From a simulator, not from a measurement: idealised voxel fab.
Module name: voxel wiring stack (process module)
cross-section cut | 280 nm wide | cells 5 nm
Heads up, the way a cross-section reads in here is a grid of square cells, handed over as bands from the top down, with every band being one or more rows of cells.
In this notation a band is specified by the heights of its top and bottom, in that order and in nm, after which its materials appear from left to right, each paired with its width in nm. The word "full width" attached to a single material means that material fills the band from edge to edge; the word "air" stands for empty space.
Height datum 0, below which the as-received substrate wafer is one material. Lowest band open at the bottom, running downward: "0 nm and below".
Width "30 to 40": first value at the band's top row of cells, second value at its bottom row, equal change from row to row.
Given "nothing different" for a step, no cell of the cross-section differs between before and after that step.
Empty spaces without an open route to the top, at least 8 cells in extent, make up the entry "Enclosed internal voids"; each is given as width x height at distance, where the distance is measured from the left edge, and all are in nm.
Post-settings text on a step line: simulator's own remark regarding the step.
Steps that use a mask can have "overlay nm" on their line. It says how far the mask sat to the right of where it was meant to be. Negative means to the left.

### So here's the lineup of process steps we planned
1) op RECEIVE | material Si
2) op CONFORMAL_DEP | material SiO2 | thk nm 10
3) op CONFORMAL_DEP | material SiN | thk nm 5
4) op DIRECTIONAL_DEP | material lowk | thk nm 25
5) op PATTERN | tone open | mask id METAL_1 | material resist | width nm 30 | pitch nm 60 | thk nm 15 | overlay nm 0
6) op DIRECTIONAL_ETCH | etch materials lowk | depth nm 25
7) op DIRECTIONAL_ETCH | etch materials SiN | depth nm 5
8) op STRIP | etch materials resist
9) op CONFORMAL_DEP | material TiN | thk nm 5
10) op FILL_DEP | material W | thk nm 5
11) op CMP | height nm 40
12) op CONFORMAL_DEP | material SiCN | thk nm 5
13) op DIRECTIONAL_DEP | material lowk | thk nm 20
14) op DIRECTIONAL_DEP | material aC | thk nm 15
15) op PATTERN | tone open | mask id PLUG_1 | material resist | width nm 15 | pitch nm 120 | thk nm 30 | overlay nm 0
16) op DIRECTIONAL_ETCH | etch materials aC | depth nm 15
17) op STRIP | etch materials resist
18) op DIRECTIONAL_ETCH | etch materials lowk | depth nm 20
19) op DIRECTIONAL_ETCH | etch materials SiCN | depth nm 5
20) op STRIP | etch materials aC
21) op EPI | material Ru | thk nm 10
22) op EPI | material Ru | thk nm 10
23) op EPI | material Ru | thk nm 5
24) op CONFORMAL_DEP | material SiCN | thk nm 5
25) op DIRECTIONAL_DEP | material lowk | thk nm 25
26) op MASKED_ETCH | tone open | mask id METAL_2 | width nm 30 | pitch nm 60 | etch materials lowk | depth nm 25 | overlay nm 0
27) op MASKED_ETCH | tone open | mask id METAL_2 | width nm 30 | pitch nm 60 | etch materials SiCN | depth nm 5 | overlay nm 0
28) op CONFORMAL_DEP | material TiN | thk nm 5
29) op FILL_DEP | material Cu | thk nm 10
30) op CMP | height nm 95
31) op CONFORMAL_DEP | material SiCN | thk nm 5
32) op DIRECTIONAL_DEP | material SiO2 | thk nm 35
33) op DIRECTIONAL_DEP | material aC | thk nm 10
34) op PATTERN | tone open | mask id METAL_3 | material resist | width nm 30 | pitch nm 60 | thk nm 30 | overlay nm 0
35) op DIRECTIONAL_ETCH | etch materials aC | depth nm 10
36) op STRIP | etch materials resist
37) op DIRECTIONAL_ETCH | etch materials SiO2 | depth nm 20
38) op STRIP | etch materials aC
39) op PATTERN | tone open | mask id METAL_3_HOLES | material resist | width nm 15 | pitch nm 120 | thk nm 15 | overlay nm 0
40) op DIRECTIONAL_ETCH | etch materials SiO2 | depth nm 15
41) op DIRECTIONAL_ETCH | etch materials SiCN | depth nm 5
42) op STRIP | etch materials resist
43) op CONFORMAL_DEP | material TiN | thk nm 5
44) op FILL_DEP | material Cu | thk nm 10
45) op CMP | height nm 135
46) op CONFORMAL_DEP | material SiN | thk nm 5

### Shown in cross-section is the wafer as received, that is, as it stands after step 1
> 0 nm and below  Si full width
> Enclosed internal voids: none

### End-of-module XS, first of two wafers, run as planned
> 140 nm to 135 nm  SiN full width
> 135 nm to 120 nm  SiO2=65, TiN=5, Cu=20, TiN=5, SiO2=30, TiN=5, Cu=20, TiN=5, SiO2=30, TiN=5, Cu=20, TiN=5, SiO2=65
> 120 nm to 115 nm  SiO2=65, TiN=5, Cu=5, TiN=20, SiO2=30, TiN=30, SiO2=30, TiN=5, Cu=5, TiN=20, SiO2=65
> 115 nm to 100 nm  SiO2=65, TiN=5, Cu=5, TiN=5, SiO2=105, TiN=5, Cu=5, TiN=5, SiO2=80
> 100 nm to 95 nm  SiCN=65, TiN=15, SiCN=105, TiN=15, SiCN=80
> 95 nm to 70 nm  lowk=65, TiN=5, Cu=20, TiN=5, lowk=30, TiN=5, Cu=20, TiN=5, lowk=30, TiN=5, Cu=20, TiN=5, lowk=65
> 70 nm to 65 nm  SiCN=65, TiN=30, SiCN=30, TiN=30, SiCN=30, TiN=30, SiCN=65
> 65 nm to 45 nm  lowk=65, Ru=15, lowk=105, Ru=15, lowk=80
> 45 nm to 40 nm  SiCN=65, Ru=15, SiCN=105, Ru=15, SiCN=80
> 40 nm to 15 nm  lowk=65, TiN=5, W=20, TiN=5, lowk=30, TiN=5, W=20, TiN=5, lowk=30, TiN=5, W=20, TiN=5, lowk=65
> 15 nm to 10 nm  SiN=65, TiN=30, SiN=30, TiN=30, SiN=30, TiN=30, SiN=65
> 10 nm to 0 nm  SiO2 full width
> 0 nm and below  Si full width
> Enclosed internal voids: none

### second wafer at the end: like start, like plan, one mistake
> 140 nm to 135 nm  SiN full width
> 135 nm to 120 nm  SiO2=65, TiN=5, Cu=20, TiN=5, SiO2=30, TiN=5, Cu=20, TiN=5, SiO2=30, TiN=5, Cu=20, TiN=5, SiO2=65
> 120 nm to 115 nm  SiO2=65, TiN=5, Cu=5, TiN=20, SiO2=30, TiN=30, SiO2=30, TiN=5, Cu=5, TiN=20, SiO2=65
> 115 nm to 100 nm  SiO2=65, TiN=5, Cu=5, TiN=5, SiO2=105, TiN=5, Cu=5, TiN=5, SiO2=80
> 100 nm to 95 nm  SiCN=65, TiN=15, SiCN=105, TiN=15, SiCN=80
> 95 nm to 75 nm  lowk=65, TiN=5, Cu=20, TiN=5, lowk=30, TiN=5, Cu=20, TiN=5, lowk=30, TiN=5, Cu=20, TiN=5, lowk=65
> 75 nm to 70 nm  lowk=65, TiN=30, lowk=30, TiN=30, lowk=30, TiN=30, lowk=65
> 70 nm to 65 nm  W full width
> 65 nm to 45 nm  lowk=65, Ru=15, lowk=105, Ru=15, lowk=80
> 45 nm to 40 nm  SiCN=65, Ru=15, SiCN=105, Ru=15, SiCN=80
> 40 nm to 15 nm  lowk=65, TiN=5, W=20, TiN=5, lowk=30, TiN=5, W=20, TiN=5, lowk=30, TiN=5, W=20, TiN=5, lowk=65
> 15 nm to 10 nm  SiN=65, TiN=30, SiN=30, TiN=30, SiN=30, TiN=30, SiN=65
> 10 nm to 0 nm  SiO2 full width
> 0 nm and below  Si full width
> Enclosed internal voids: none
What was the processing mistake? planned and actual differ for step 24; actual: op CONFORMAL_DEP | material W | thk nm 5
The closing comparison, in cells, has the second wafer with more or fewer of some materials than the first: Cu: 12 fewer | SiCN: 38 fewer | TiN: 6 fewer | W: 56 more
